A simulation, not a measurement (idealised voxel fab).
The document below concerns the process module designated voxel transistor to metal.
The figure presents cross-section cut, which has a width of 260 nm and is divided into square cells with an edge length of 5 nm.
If you're reading a cross-section in this doc, picture square cells in a grid; it comes to you as bands, top ones listed first down to the bottom, and a band can be one or more rows of cells. Top, bottom (nm), then materials left to right with widths (nm); lone material tagged "throughout" fills the whole band edge to edge; "air" = empty space. Counting heights begins at 0, where everything beneath is, in the wafer as received, one material. The lowest band has no bottom; it goes on downwards, as "0..down" shows. So if you see something like "30 to 40" for the width, read it as the top row of the band sitting at the first number and the bottom row at the second, with every row in between moving by the same amount as the last. It should be understood that the words "all unchanged", when stated for a given step, signify that the cross-section underwent no change in any of its cells during that step. Any empty space of 8 cells or more lacking an open way to the top shows up in "Voids, enclosed" as width x height at distance, distance from the left edge, in nm. Anything after a step's settings on that line? It's the simulator's own note about the step. overlay nm: on a step with a mask, how far right of its planned place the mask lay; negative means left.

-- The steps planned for the process are as follows
1. RECEIVE with material Si
2. CONFORMAL_DEP with material SiO2, thk nm 5
3. CONFORMAL_DEP with material SiN, thk nm 10
4. DIRECTIONAL_DEP with material aC, thk nm 10
5. PATTERN with tone cover, mask id ACTIVE, material resist, width nm 100, pitch nm 130, thk nm 30, overlay nm 0
6. DIRECTIONAL_ETCH with etch materials aC, depth nm 10
7. STRIP with etch materials resist
8. DIRECTIONAL_ETCH with etch materials SiN, depth nm 10
9. DIRECTIONAL_ETCH with etch materials SiO2, depth nm 5
10. DIRECTIONAL_ETCH with etch materials Si, depth nm 25
11. STRIP with etch materials aC
12. OXIDIZE with depth nm 5
13. FILL_DEP with material SiO2, thk nm 5
14. CMP with height nm 15
15. SELECTIVE_ETCH with etch materials SiO2, depth nm 10
16. STRIP with etch materials SiN
17. SELECTIVE_ETCH with etch materials SiO2, depth nm 5
18. OXIDIZE with depth nm 5
19. DIRECTIONAL_DEP with material polySi, thk nm 30
20. DIRECTIONAL_DEP with material SiCN, thk nm 15
21. PATTERN with tone cover, mask id GATE, material resist, width nm 20, pitch nm 130, thk nm 15, overlay nm 0
22. DIRECTIONAL_ETCH with etch materials SiCN, depth nm 25
23. DIRECTIONAL_ETCH with etch materials polySi, depth nm 40
24. STRIP with etch materials resist
25. CONFORMAL_DEP with material SiO2, thk nm 5
26. DIRECTIONAL_ETCH with etch materials SiO2, depth nm 5
27. CONFORMAL_DEP with material SiN, thk nm 10
28. DIRECTIONAL_ETCH with etch materials SiN, depth nm 10
29. DIRECTIONAL_ETCH with etch materials SiO2, depth nm 5
30. DIRECTIONAL_ETCH with etch materials Si, depth nm 15
31. EPI with material pSi, thk nm 20
32. FILL_DEP with material SiO2, thk nm 10
33. CMP with height nm 45
34. DIRECTIONAL_DEP with material SiO2, thk nm 10
35. PATTERN with tone open, mask id CONTACT, material resist, width nm 15, pitch nm 65, thk nm 15, overlay nm 0
36. DIRECTIONAL_ETCH with etch materials SiO2, depth nm 40
37. STRIP with etch materials resist
38. CONFORMAL_DEP with material TiN, thk nm 5
39. FILL_DEP with material Ru, thk nm 5
40. CMP with height nm 55
41. CONFORMAL_DEP with material SiCN, thk nm 5
42. DIRECTIONAL_DEP with material lowk, thk nm 15
43. DIRECTIONAL_DEP with material aC, thk nm 15
44. PATTERN with tone open, mask id METAL_1, material resist, width nm 15, pitch nm 65, thk nm 30, overlay nm 0
45. DIRECTIONAL_ETCH with etch materials aC, depth nm 15
46. STRIP with etch materials resist
47. DIRECTIONAL_ETCH with etch materials lowk, depth nm 15
48. DIRECTIONAL_ETCH with etch materials SiCN, depth nm 5
49. STRIP with etch materials aC
50. CONFORMAL_DEP with material TiN, thk nm 5
51. FILL_DEP with material W, thk nm 10
52. CMP with height nm 75
53. EPI with material Ru, thk nm 5
54. FILL_DEP with material SiCN, thk nm 5

-- Concerning the first of two wafers, which was run in accordance with the plan

-- Cross-section of the wafer as it came to us, i.e., already through step 1
  0..down  Si throughout
  Voids, enclosed: none

-- The following cross-section depicts the wafer upon completion of step 2
  5..0  SiO2 throughout
  Note: structure below 0 unchanged.

-- The following cross-section depicts the wafer upon completion of step 3
  15..5  SiN throughout
  Note: structure below 5 unchanged.

-- The following cross-section depicts the wafer upon completion of step 4
  25..15  aC throughout
  Note: structure below 15 unchanged.

-- The following cross-section depicts the wafer upon completion of step 5
  55..25  15 air  100 resist  30 air  100 resist  15 air
  Note: structure below 25 unchanged.

-- The following cross-section depicts the wafer upon completion of step 6
  45..25  15 air  100 resist  30 air  100 resist  15 air
  25..15  15 air  100 aC  30 air  100 aC  15 air
  Note: structure below 15 unchanged.

-- The following cross-section depicts the wafer upon completion of step 7
  25..15  15 air  100 aC  30 air  100 aC  15 air
  Note: structure below 15 unchanged.

-- The following cross-section depicts the wafer upon completion of step 8
  25..15  15 air  100 aC  30 air  100 aC  15 air
  15..5  15 air  100 SiN  30 air  100 SiN  15 air
  Note: structure below 5 unchanged.

-- The following cross-section depicts the wafer upon completion of step 9
  25..15  15 air  100 aC  30 air  100 aC  15 air
  15..5  15 air  100 SiN  30 air  100 SiN  15 air
  5..0  15 air  100 SiO2  30 air  100 SiO2  15 air
  Note: structure below 0 unchanged.

-- The following cross-section depicts the wafer upon completion of step 10
  25..15  15 air  100 aC  30 air  100 aC  15 air
  15..5  15 air  100 SiN  30 air  100 SiN  15 air
  5..0  15 air  100 SiO2  30 air  100 SiO2  15 air
  0..-25  15 air  100 Si  30 air  100 Si  15 air
  Note: structure below -25 unchanged.

-- The following cross-section depicts the wafer upon completion of step 11
  15..5  15 air  100 SiN  30 air  100 SiN  15 air
  Note: structure below 5 unchanged.

-- The following cross-section depicts the wafer upon completion of step 12
  15..5  15 air  100 SiN  30 air  100 SiN  15 air
  5..0  15 air  100 SiO2  30 air  100 SiO2  15 air
  0..-25  15 air  5 SiO2  90 Si  5 SiO2  30 air  5 SiO2  90 Si  5 SiO2  15 air
  -25..-30  20 SiO2  90 Si  40 SiO2  90 Si  20 SiO2
  Note: structure below -30 unchanged.

-- The following cross-section depicts the wafer upon completion of step 13
  20..15  SiO2 throughout
  15..5  15 SiO2  100 SiN  30 SiO2  100 SiN  15 SiO2
  5..0  SiO2 throughout
  0..-30  20 SiO2  90 Si  40 SiO2  90 Si  20 SiO2
  Note: structure below -30 unchanged.

-- The following cross-section depicts the wafer upon completion of step 14
  15..5  15 SiO2  100 SiN  30 SiO2  100 SiN  15 SiO2
  Note: structure below 5 unchanged.

-- The following cross-section depicts the wafer upon completion of step 15
  15..5  15 air  100 SiN  30 air  100 SiN  15 air
  Note: structure below 5 unchanged.

-- The following cross-section depicts the wafer upon completion of step 16
  5..0  SiO2 throughout
  Note: structure below 0 unchanged.

-- The following cross-section depicts the wafer upon completion of step 17
  0..-30  20 SiO2  90 Si  40 SiO2  90 Si  20 SiO2
  Note: structure below -30 unchanged.

-- The following cross-section depicts the wafer upon completion of step 18
  0..-5  SiO2 throughout
  Note: structure below -5 unchanged.

-- The following cross-section depicts the wafer upon completion of step 19
  30..0  polySi throughout
  Note: structure below 0 unchanged.

-- The following cross-section depicts the wafer upon completion of step 20
  45..30  SiCN throughout
  Note: structure below 30 unchanged.

-- The following cross-section depicts the wafer upon completion of step 21
  60..45  55 air  20 resist  110 air  20 resist  55 air
  Note: structure below 45 unchanged.

-- The following cross-section depicts the wafer upon completion of step 22
  60..45  55 air  20 resist  110 air  20 resist  55 air
  45..30  55 air  20 SiCN  110 air  20 SiCN  55 air
  Note: structure below 30 unchanged.

-- The following cross-section depicts the wafer upon completion of step 23
  60..45  55 air  20 resist  110 air  20 resist  55 air
  45..30  55 air  20 SiCN  110 air  20 SiCN  55 air
  30..0  55 air  20 polySi  110 air  20 polySi  55 air
  Note: structure below 0 unchanged.

-- The following cross-section depicts the wafer upon completion of step 24
  45..30  55 air  20 SiCN  110 air  20 SiCN  55 air
  Note: structure below 30 unchanged.

-- The following cross-section depicts the wafer upon completion of step 25
  50..45  50 air  30 SiO2  100 air  30 SiO2  50 air
  45..30  50 air  5 SiO2  20 SiCN  5 SiO2  100 air  5 SiO2  20 SiCN  5 SiO2  50 air
  30..5  50 air  5 SiO2  20 polySi  5 SiO2  100 air  5 SiO2  20 polySi  5 SiO2  50 air
  5..0  55 SiO2  20 polySi  110 SiO2  20 polySi  55 SiO2
  Note: structure below 0 unchanged.

-- The following cross-section depicts the wafer upon completion of step 26
  45..30  50 air  5 SiO2  20 SiCN  5 SiO2  100 air  5 SiO2  20 SiCN  5 SiO2  50 air
  30..0  50 air  5 SiO2  20 polySi  5 SiO2  100 air  5 SiO2  20 polySi  5 SiO2  50 air
  Note: structure below 0 unchanged.

-- The following cross-section depicts the wafer upon completion of step 27
  55..45  40 air  50 SiN  80 air  50 SiN  40 air
  45..30  40 air  10 SiN  5 SiO2  20 SiCN  5 SiO2  10 SiN  80 air  10 SiN  5 SiO2  20 SiCN  5 SiO2  10 SiN  40 air
  30..10  40 air  10 SiN  5 SiO2  20 polySi  5 SiO2  10 SiN  80 air  10 SiN  5 SiO2  20 polySi  5 SiO2  10 SiN  40 air
  10..0  50 SiN  5 SiO2  20 polySi  5 SiO2  100 SiN  5 SiO2  20 polySi  5 SiO2  50 SiN
  Note: structure below 0 unchanged.

-- The following cross-section depicts the wafer upon completion of step 28
  45..30  40 air  10 SiN  5 SiO2  20 SiCN  5 SiO2  10 SiN  80 air  10 SiN  5 SiO2  20 SiCN  5 SiO2  10 SiN  40 air
  30..0  40 air  10 SiN  5 SiO2  20 polySi  5 SiO2  10 SiN  80 air  10 SiN  5 SiO2  20 polySi  5 SiO2  10 SiN  40 air
  Note: structure below 0 unchanged.

-- The following cross-section depicts the wafer upon completion of step 29
  45..40  40 air  10 SiN  5 air  20 SiCN  5 air  10 SiN  80 air  10 SiN  5 air  20 SiCN  5 air  10 SiN  40 air
  40..30  40 air  10 SiN  5 SiO2  20 SiCN  5 SiO2  10 SiN  80 air  10 SiN  5 SiO2  20 SiCN  5 SiO2  10 SiN  40 air
  30..0  40 air  10 SiN  5 SiO2  20 polySi  5 SiO2  10 SiN  80 air  10 SiN  5 SiO2  20 polySi  5 SiO2  10 SiN  40 air
  0..-5  40 air  50 SiO2  80 air  50 SiO2  40 air
  Note: structure below -5 unchanged.

-- The following cross-section depicts the wafer upon completion of step 30
  45..40  40 air  10 SiN  5 air  20 SiCN  5 air  10 SiN  80 air  10 SiN  5 air  20 SiCN  5 air  10 SiN  40 air
  40..30  40 air  10 SiN  5 SiO2  20 SiCN  5 SiO2  10 SiN  80 air  10 SiN  5 SiO2  20 SiCN  5 SiO2  10 SiN  40 air
  30..0  40 air  10 SiN  5 SiO2  20 polySi  5 SiO2  10 SiN  80 air  10 SiN  5 SiO2  20 polySi  5 SiO2  10 SiN  40 air
  0..-5  40 air  50 SiO2  80 air  50 SiO2  40 air
  -5..-20  20 SiO2  20 air  50 Si  20 air  40 SiO2  20 air  50 Si  20 air  20 SiO2
  Note: structure below -20 unchanged.

-- The following cross-section depicts the wafer upon completion of step 31
  45..40  40 air  10 SiN  5 air  20 SiCN  5 air  10 SiN  80 air  10 SiN  5 air  20 SiCN  5 air  10 SiN  40 air
  40..30  40 air  10 SiN  5 SiO2  20 SiCN  5 SiO2  10 SiN  80 air  10 SiN  5 SiO2  20 SiCN  5 SiO2  10 SiN  40 air
  30..15  40 air  10 SiN  5 SiO2  20 polySi  5 SiO2  10 SiN  80 air  10 SiN  5 SiO2  20 polySi  5 SiO2  10 SiN  40 air
  15..0  20 air  20 pSi  10 SiN  5 SiO2  20 polySi  5 SiO2  10 SiN  20 pSi  40 air  20 pSi  10 SiN  5 SiO2  20 polySi  5 SiO2  10 SiN  20 pSi  20 air
  0..-5  15 air  25 pSi  50 SiO2  25 pSi  30 air  25 pSi  50 SiO2  25 pSi  15 air
  -5..-20  20 SiO2  20 pSi  50 Si  20 pSi  40 SiO2  20 pSi  50 Si  20 pSi  20 SiO2
  Note: structure below -20 unchanged.

-- The following cross-section depicts the wafer upon completion of step 32
  55..45  SiO2 throughout
  45..30  40 SiO2  10 SiN  5 SiO2  20 SiCN  5 SiO2  10 SiN  80 SiO2  10 SiN  5 SiO2  20 SiCN  5 SiO2  10 SiN  40 SiO2
  30..15  40 SiO2  10 SiN  5 SiO2  20 polySi  5 SiO2  10 SiN  80 SiO2  10 SiN  5 SiO2  20 polySi  5 SiO2  10 SiN  40 SiO2
  15..0  20 SiO2  20 pSi  10 SiN  5 SiO2  20 polySi  5 SiO2  10 SiN  20 pSi  40 SiO2  20 pSi  10 SiN  5 SiO2  20 polySi  5 SiO2  10 SiN  20 pSi  20 SiO2
  0..-5  15 SiO2  25 pSi  50 SiO2  25 pSi  30 SiO2  25 pSi  50 SiO2  25 pSi  15 SiO2
  Note: structure below -5 unchanged.

-- The following cross-section depicts the wafer upon completion of step 33
  45..30  40 SiO2  10 SiN  5 SiO2  20 SiCN  5 SiO2  10 SiN  80 SiO2  10 SiN  5 SiO2  20 SiCN  5 SiO2  10 SiN  40 SiO2
  Note: structure below 30 unchanged.

-- The following cross-section depicts the wafer upon completion of step 34
  55..45  SiO2 throughout
  Note: structure below 45 unchanged.

-- The following cross-section depicts the wafer upon completion of step 35
  70..55  25 resist  15 air  50 resist  15 air  50 resist  15 air  50 resist  15 air  25 resist
  Note: structure below 55 unchanged.

-- The following cross-section depicts the wafer upon completion of step 36
  70..55  25 resist  15 air  50 resist  15 air  50 resist  15 air  50 resist  15 air  25 resist
  55..45  25 SiO2  15 air  50 SiO2  15 air  50 SiO2  15 air  50 SiO2  15 air  25 SiO2
  45..30  25 SiO2  15 air  10 SiN  5 SiO2  20 SiCN  5 SiO2  10 SiN  15 air  50 SiO2  15 air  10 SiN  5 SiO2  20 SiCN  5 SiO2  10 SiN  15 air  25 SiO2
  30..15  25 SiO2  15 air  10 SiN  5 SiO2  20 polySi  5 SiO2  10 SiN  15 air  50 SiO2  15 air  10 SiN  5 SiO2  20 polySi  5 SiO2  10 SiN  15 air  25 SiO2
  Note: structure below 15 unchanged.

-- The following cross-section depicts the wafer upon completion of step 37
  55..45  25 SiO2  15 air  50 SiO2  15 air  50 SiO2  15 air  50 SiO2  15 air  25 SiO2
  Note: structure below 45 unchanged.

-- The following cross-section depicts the wafer upon completion of step 38
  60..55  30 TiN  5 air  60 TiN  5 air  60 TiN  5 air  60 TiN  5 air  30 TiN
  55..45  25 SiO2  5 TiN  5 air  5 TiN  50 SiO2  5 TiN  5 air  5 TiN  50 SiO2  5 TiN  5 air  5 TiN  50 SiO2  5 TiN  5 air  5 TiN  25 SiO2
  45..30  25 SiO2  5 TiN  5 air  5 TiN  10 SiN  5 SiO2  20 SiCN  5 SiO2  10 SiN  5 TiN  5 air  5 TiN  50 SiO2  5 TiN  5 air  5 TiN  10 SiN  5 SiO2  20 SiCN  5 SiO2  10 SiN  5 TiN  5 air  5 TiN  25 SiO2
  30..20  25 SiO2  5 TiN  5 air  5 TiN  10 SiN  5 SiO2  20 polySi  5 SiO2  10 SiN  5 TiN  5 air  5 TiN  50 SiO2  5 TiN  5 air  5 TiN  10 SiN  5 SiO2  20 polySi  5 SiO2  10 SiN  5 TiN  5 air  5 TiN  25 SiO2
  20..15  25 SiO2  15 TiN  10 SiN  5 SiO2  20 polySi  5 SiO2  10 SiN  15 TiN  50 SiO2  15 TiN  10 SiN  5 SiO2  20 polySi  5 SiO2  10 SiN  15 TiN  25 SiO2
  Note: structure below 15 unchanged.

-- The following cross-section depicts the wafer upon completion of step 39
  65..60  Ru throughout
  60..55  30 TiN  5 Ru  60 TiN  5 Ru  60 TiN  5 Ru  60 TiN  5 Ru  30 TiN
  55..45  25 SiO2  5 TiN  5 Ru  5 TiN  50 SiO2  5 TiN  5 Ru  5 TiN  50 SiO2  5 TiN  5 Ru  5 TiN  50 SiO2  5 TiN  5 Ru  5 TiN  25 SiO2
  45..30  25 SiO2  5 TiN  5 Ru  5 TiN  10 SiN  5 SiO2  20 SiCN  5 SiO2  10 SiN  5 TiN  5 Ru  5 TiN  50 SiO2  5 TiN  5 Ru  5 TiN  10 SiN  5 SiO2  20 SiCN  5 SiO2  10 SiN  5 TiN  5 Ru  5 TiN  25 SiO2
  30..20  25 SiO2  5 TiN  5 Ru  5 TiN  10 SiN  5 SiO2  20 polySi  5 SiO2  10 SiN  5 TiN  5 Ru  5 TiN  50 SiO2  5 TiN  5 Ru  5 TiN  10 SiN  5 SiO2  20 polySi  5 SiO2  10 SiN  5 TiN  5 Ru  5 TiN  25 SiO2
  Note: structure below 20 unchanged.

-- The following cross-section depicts the wafer upon completion of step 40
  55..45  25 SiO2  5 TiN  5 Ru  5 TiN  50 SiO2  5 TiN  5 Ru  5 TiN  50 SiO2  5 TiN  5 Ru  5 TiN  50 SiO2  5 TiN  5 Ru  5 TiN  25 SiO2
  Note: structure below 45 unchanged.

-- The following cross-section depicts the wafer upon completion of step 41
  60..55  SiCN throughout
  Note: structure below 55 unchanged.

-- The following cross-section depicts the wafer upon completion of step 42
  75..60  lowk throughout
  Note: structure below 60 unchanged.

-- The following cross-section depicts the wafer upon completion of step 43
  90..75  aC throughout
  Note: structure below 75 unchanged.

-- The following cross-section depicts the wafer upon completion of step 44
  120..90  25 resist  15 air  50 resist  15 air  50 resist  15 air  50 resist  15 air  25 resist
  Note: structure below 90 unchanged.

-- The following cross-section depicts the wafer upon completion of step 45
  105..90  25 resist  15 air  50 resist  15 air  50 resist  15 air  50 resist  15 air  25 resist
  90..75  25 aC  15 air  50 aC  15 air  50 aC  15 air  50 aC  15 air  25 aC
  Note: structure below 75 unchanged.

-- The following cross-section depicts the wafer upon completion of step 46
  90..75  25 aC  15 air  50 aC  15 air  50 aC  15 air  50 aC  15 air  25 aC
  Note: structure below 75 unchanged.

-- The following cross-section depicts the wafer upon completion of step 47
  90..75  25 aC  15 air  50 aC  15 air  50 aC  15 air  50 aC  15 air  25 aC
  75..60  25 lowk  15 air  50 lowk  15 air  50 lowk  15 air  50 lowk  15 air  25 lowk
  Note: structure below 60 unchanged.

-- The following cross-section depicts the wafer upon completion of step 48
  90..75  25 aC  15 air  50 aC  15 air  50 aC  15 air  50 aC  15 air  25 aC
  75..60  25 lowk  15 air  50 lowk  15 air  50 lowk  15 air  50 lowk  15 air  25 lowk
  60..55  25 SiCN  15 air  50 SiCN  15 air  50 SiCN  15 air  50 SiCN  15 air  25 SiCN
  Note: structure below 55 unchanged.

-- The following cross-section depicts the wafer upon completion of step 49
  75..60  25 lowk  15 air  50 lowk  15 air  50 lowk  15 air  50 lowk  15 air  25 lowk
  Note: structure below 60 unchanged.

-- The following cross-section depicts the wafer upon completion of step 50
  80..75  30 TiN  5 air  60 TiN  5 air  60 TiN  5 air  60 TiN  5 air  30 TiN
  75..60  25 lowk  5 TiN  5 air  5 TiN  50 lowk  5 TiN  5 air  5 TiN  50 lowk  5 TiN  5 air  5 TiN  50 lowk  5 TiN  5 air  5 TiN  25 lowk
  60..55  25 SiCN  15 TiN  50 SiCN  15 TiN  50 SiCN  15 TiN  50 SiCN  15 TiN  25 SiCN
  Note: structure below 55 unchanged.

-- The following cross-section depicts the wafer upon completion of step 51
  90..80  W throughout
  80..75  30 TiN  5 W  60 TiN  5 W  60 TiN  5 W  60 TiN  5 W  30 TiN
  75..60  25 lowk  5 TiN  5 W  5 TiN  50 lowk  5 TiN  5 W  5 TiN  50 lowk  5 TiN  5 W  5 TiN  50 lowk  5 TiN  5 W  5 TiN  25 lowk
  Note: structure below 60 unchanged.

-- The following cross-section depicts the wafer upon completion of step 52
  75..60  25 lowk  5 TiN  5 W  5 TiN  50 lowk  5 TiN  5 W  5 TiN  50 lowk  5 TiN  5 W  5 TiN  50 lowk  5 TiN  5 W  5 TiN  25 lowk
  Note: structure below 60 unchanged.

-- The following cross-section depicts the wafer upon completion of step 53
  80..75  20 air  25 Ru  40 air  25 Ru  40 air  25 Ru  40 air  25 Ru  20 air
  Note: structure below 75 unchanged.

-- The following cross-section depicts the wafer upon completion of step 54
  85..80  SiCN throughout
  80..75  20 SiCN  25 Ru  40 SiCN  25 Ru  40 SiCN  25 Ru  40 SiCN  25 Ru  20 SiCN
  Note: structure below 75 unchanged.

-- The second wafer was prepared from the same starting point and under the same plan as the first; its processing contained one mistake, and it remains indistinguishable from the first wafer up to and including step 43

-- Second wafer, cut view, end of step 44 per plan
  120..90  35 resist  15 air  50 resist  15 air  50 resist  15 air  50 resist  15 air  15 resist
  Note: structure below 90 unchanged.

-- Second wafer, cut view, end of step 45 per plan
  105..90  35 resist  15 air  50 resist  15 air  50 resist  15 air  50 resist  15 air  15 resist
  90..75  35 aC  15 air  50 aC  15 air  50 aC  15 air  50 aC  15 air  15 aC
  Note: structure below 75 unchanged.

-- Second wafer, cut view, end of step 46 per plan
  90..75  35 aC  15 air  50 aC  15 air  50 aC  15 air  50 aC  15 air  15 aC
  Note: structure below 75 unchanged.

-- Second wafer, cut view, end of step 47 per plan
  90..75  35 aC  15 air  50 aC  15 air  50 aC  15 air  50 aC  15 air  15 aC
  75..60  35 lowk  15 air  50 lowk  15 air  50 lowk  15 air  50 lowk  15 air  15 lowk
  Note: structure below 60 unchanged.

-- Second wafer, cut view, end of step 48 per plan
  90..75  35 aC  15 air  50 aC  15 air  50 aC  15 air  50 aC  15 air  15 aC
  75..60  35 lowk  15 air  50 lowk  15 air  50 lowk  15 air  50 lowk  15 air  15 lowk
  60..55  35 SiCN  15 air  50 SiCN  15 air  50 SiCN  15 air  50 SiCN  15 air  15 SiCN
  Note: structure below 55 unchanged.

-- Second wafer, cut view, end of step 49 per plan
  75..60  35 lowk  15 air  50 lowk  15 air  50 lowk  15 air  50 lowk  15 air  15 lowk
  Note: structure below 60 unchanged.

-- Second wafer, cut view, end of step 50 per plan
  80..75  40 TiN  5 air  60 TiN  5 air  60 TiN  5 air  60 TiN  5 air  20 TiN
  75..60  35 lowk  5 TiN  5 air  5 TiN  50 lowk  5 TiN  5 air  5 TiN  50 lowk  5 TiN  5 air  5 TiN  50 lowk  5 TiN  5 air  5 TiN  15 lowk
  60..55  35 SiCN  15 TiN  50 SiCN  15 TiN  50 SiCN  15 TiN  50 SiCN  15 TiN  15 SiCN
  Note: structure below 55 unchanged.

-- Second wafer, cut view, end of step 51 per plan
  90..80  W throughout
  80..75  40 TiN  5 W  60 TiN  5 W  60 TiN  5 W  60 TiN  5 W  20 TiN
  75..60  35 lowk  5 TiN  5 W  5 TiN  50 lowk  5 TiN  5 W  5 TiN  50 lowk  5 TiN  5 W  5 TiN  50 lowk  5 TiN  5 W  5 TiN  15 lowk
  Note: structure below 60 unchanged.

-- Second wafer, cut view, end of step 52 per plan
  75..60  35 lowk  5 TiN  5 W  5 TiN  50 lowk  5 TiN  5 W  5 TiN  50 lowk  5 TiN  5 W  5 TiN  50 lowk  5 TiN  5 W  5 TiN  15 lowk
  Note: structure below 60 unchanged.

-- Second wafer, cut view, end of step 53 per plan
  80..75  30 air  25 Ru  40 air  25 Ru  40 air  25 Ru  40 air  25 Ru  10 air
  Note: structure below 75 unchanged.

-- Second wafer, cut view, end of step 54 per plan
  85..80  SiCN throughout
  80..75  30 SiCN  25 Ru  40 SiCN  25 Ru  40 SiCN  25 Ru  40 SiCN  25 Ru  10 SiCN
  Note: structure below 75 unchanged.
The mistake made against the process plan was this: step 44 was run on a setting that differed from the plan, and what really ran there is PATTERN with tone open, mask id METAL_1, material resist, width nm 15, pitch nm 65, thk nm 30, overlay nm 10
Tallied in cells, the final second wafer holds each material in the same quantity as the first, although not at the same places.
